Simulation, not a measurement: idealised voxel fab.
voxel spacer lines: a process module
The cross-section on display is named cut; it measures 215 nm wide, and its cells are 5 nm squares.
How to read a cross-section here: the picture is a grid of square cells, written as bands going from the top down, and any band can span one or more rows of cells. Heights first: top, then bottom, in nm. Then materials, left to right, each with a width in nm. "throughout" on a single material: fills the band edge to edge. "empty": empty space. Height datum 0, below which the as-received substrate wafer is one material. Lowest band open at the bottom, running downward: "0 nm and below". Width: "30..40" (first number = top row, second number = bottom row, same change from row to row of cells). Given "stayed the same" for a step, no cell of the cross-section differs between before and after that step. Any empty space of 8 cells or more lacking an open way to the top shows up in "Closed empty spaces" as width x height at distance, distance from the left edge, in nm. Formally, on a step line, whatever follows the settings is a remark that the simulator itself makes on the step. Each step line may optionally specify "overlay nm", which for a step with a mask gives the rightward distance between the mask's planned place and where it lay, a negative value indicating the leftward direction.

List of planned process steps:
1. RECEIVE [material Si]
2. CONFORMAL_DEP [material Al2O3] [thk nm 10]
3. DIRECTIONAL_DEP [material SiN] [thk nm 15]
4. DIRECTIONAL_DEP [material aC] [thk nm 30]
5. PATTERN [tone cover] [mask id MANDREL] [material resist] [width nm 15] [pitch nm 60] [thk nm 40] [overlay nm 0]
6. DIRECTIONAL_ETCH [etch materials aC] [depth nm 30]
7. STRIP [etch materials resist]
8. CONFORMAL_DEP [material SiO2] [thk nm 15]
9. DIRECTIONAL_ETCH [etch materials SiO2] [depth nm 15]
10. STRIP [etch materials aC]
11. DIRECTIONAL_ETCH [etch materials SiN] [depth nm 15]
12. STRIP [etch materials SiO2]

Cross-sectional view of the wafer in its as-received condition, corresponding to the state after step 1:
- 0 nm and below  Si throughout
- Closed empty spaces: none

Cross-section, first of two wafers, end of module, run as planned:
- 25 nm to 10 nm  empty (55)  SiN (15)  empty (15)  SiN (15)  empty (15)  SiN (15)  empty (15)  SiN (15)  empty (55)
- 10 nm to 0 nm  Al2O3 throughout
- 0 nm and below  Si throughout
- Closed empty spaces: none

Here is the second of the two wafers cut open at the end of the module - same start, same plan as the first one, but we made one mistake running it:
- 25 nm to 15 nm  Al2O3 throughout
- 15 nm to 0 nm  SiN throughout
- 0 nm and below  Si throughout
- Closed empty spaces: none
what went wrong: steps 2 and 3: order swapped relative to plan
Cell-count delta at end, second wafer over first, by material: +93 SiN
